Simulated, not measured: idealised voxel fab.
process module | voxel wiring stack
cross-section cut | 260 nm wide | cells 5 nm
A cross-section is a grid of square cells, given in bands from the top down. A band is one or more rows of cells.
Each band's line starts with the height of the band's top and of its bottom, in nm. Then come its materials from left to right, each with its width in nm. One material with "throughout" fills the band from edge to edge. "air" is empty space.
Height 0 is the level under which the wafer as received is all one material. The lowest band goes on downwards, as in "0 down".
A width such as "30 to 40" changes by the same amount from each row of cells to the next, from the band's top row to its bottom row.
"no change" after a step means that no cell of the cross-section changed.
closed voids: empty space of 8 cells or more with no open way to the top, each as width x height at its distance from the left edge, in nm
after a step's settings: what the simulator itself notes on the step
overlay nm, on a step with a mask: how far to the right of its planned place the mask lay; to the left if negative
plan
1 op RECEIVE | material Si
2 op CONFORMAL_DEP | material SiO2 | thk nm 10
3 op DIRECTIONAL_DEP | material TiN | thk nm 5
4 op DIRECTIONAL_DEP | material Ru | thk nm 25
5 op DIRECTIONAL_DEP | material aC | thk nm 10
6 op PATTERN | tone cover | mask id METAL_1 | material resist | width nm 20 | pitch nm 50 | thk nm 25 | overlay nm 0
7 op DIRECTIONAL_ETCH | etch materials aC | depth nm 10
8 op STRIP | etch materials resist
9 op DIRECTIONAL_ETCH | etch materials Ru | depth nm 25
10 op DIRECTIONAL_ETCH | etch materials TiN | depth nm 5
11 op STRIP | etch materials aC
12 op CONFORMAL_DEP | material SiN | thk nm 5
13 op FILL_DEP | material lowk | thk nm 10
14 op CMP | height nm 40
15 op CONFORMAL_DEP | material SiCN | thk nm 5
16 op DIRECTIONAL_DEP | material lowk | thk nm 25
17 op MASKED_ETCH | tone open | mask id METAL_2_HOLES | width nm 15 | pitch nm 50 | etch materials lowk | depth nm 25 | overlay nm 0
18 op PATTERN | tone open | mask id METAL_2 | material resist | width nm 20 | pitch nm 50 | thk nm 20 | overlay nm 0
19 op DIRECTIONAL_ETCH | etch materials lowk | depth nm 15
20 op DIRECTIONAL_ETCH | etch materials SiCN | depth nm 5
21 op STRIP | etch materials resist
22 op CONFORMAL_DEP | material TiN | thk nm 5
23 op FILL_DEP | material Ru | thk nm 5
24 op CMP | height nm 70
25 op CONFORMAL_DEP | material SiCN | thk nm 5
26 op DIRECTIONAL_DEP | material lowk | thk nm 35
27 op PATTERN | tone open | mask id METAL_3 | material resist | width nm 20 | pitch nm 50 | thk nm 20 | overlay nm 0
28 op DIRECTIONAL_ETCH | etch materials lowk | depth nm 20
29 op STRIP | etch materials resist
30 op MASKED_ETCH | tone open | mask id METAL_3_HOLES | width nm 15 | pitch nm 50 | etch materials lowk | depth nm 15 | overlay nm 0
31 op MASKED_ETCH | tone open | mask id METAL_3_HOLES | width nm 15 | pitch nm 50 | etch materials SiCN | depth nm 5 | overlay nm 0
32 op CONFORMAL_DEP | material TiN | thk nm 5
33 op FILL_DEP | material Cu | thk nm 5
34 op CMP | height nm 110
35 op CONFORMAL_DEP | material SiCN | thk nm 5
as received, after step 1
  0 down: Si throughout
  closed voids: none
a wafer at the end: this start, this plan, one mistake
  115 to 110: SiCN throughout
  110 to 100: lowk 45 | TiN 5 | Cu 10 | TiN 5 | lowk 30 | TiN 5 | Cu 10 | TiN 5 | lowk 30 | TiN 5 | Cu 10 | TiN 5 | lowk 30 | TiN 5 | Cu 10 | TiN 5 | lowk 45
  100 to 95: lowk 45 | TiN 10 | Cu 5 | TiN 5 | lowk 30 | TiN 10 | Cu 5 | TiN 5 | lowk 30 | TiN 10 | Cu 5 | TiN 5 | lowk 30 | TiN 10 | Cu 5 | TiN 5 | lowk 45
  95 to 90: lowk 50 | TiN 15 | lowk 35 | TiN 15 | lowk 35 | TiN 15 | lowk 35 | TiN 15 | lowk 45
  90 to 75: lowk 50 | TiN 10 | lowk 40 | TiN 10 | lowk 40 | TiN 10 | lowk 40 | TiN 10 | lowk 50
  75 to 70: SiCN 50 | TiN 10 | SiCN 40 | TiN 10 | SiCN 40 | TiN 10 | SiCN 40 | TiN 10 | SiCN 50
  70 to 60: lowk 45 | TiN 5 | Ru 10 | TiN 5 | lowk 30 | TiN 5 | Ru 10 | TiN 5 | lowk 30 | TiN 5 | Ru 10 | TiN 5 | lowk 30 | TiN 5 | Ru 10 | TiN 5 | lowk 45
  60 to 55: lowk 45 | TiN 5 | Ru 5 | TiN 10 | lowk 30 | TiN 5 | Ru 5 | TiN 10 | lowk 30 | TiN 5 | Ru 5 | TiN 10 | lowk 30 | TiN 5 | Ru 5 | TiN 10 | lowk 45
  55 to 45: lowk 45 | TiN 5 | Ru 5 | TiN 5 | lowk 35 | TiN 5 | Ru 5 | TiN 5 | lowk 35 | TiN 5 | Ru 5 | TiN 5 | lowk 35 | TiN 5 | Ru 5 | TiN 5 | lowk 50
  45 to 40: SiCN 45 | TiN 15 | SiCN 35 | TiN 15 | SiCN 35 | TiN 15 | SiCN 35 | TiN 15 | SiCN 50
  40 to 15: lowk 40 | SiN 5 | Ru 20 | SiN 5 | lowk 20 | SiN 5 | Ru 20 | SiN 5 | lowk 20 | SiN 5 | Ru 20 | SiN 5 | lowk 20 | SiN 5 | Ru 20 | SiN 5 | lowk 40
  15 to 10: SiN 45 | TiN 20 | SiN 30 | TiN 20 | SiN 30 | TiN 20 | SiN 30 | TiN 20 | SiN 45
  10 to 0: SiO2 throughout
  0 down: Si throughout
  closed voids: none
what went wrong: step 27 ran as: op PATTERN | tone open | mask id METAL_3 | material resist | width nm 15 | pitch nm 50 | thk nm 20 | overlay nm 0
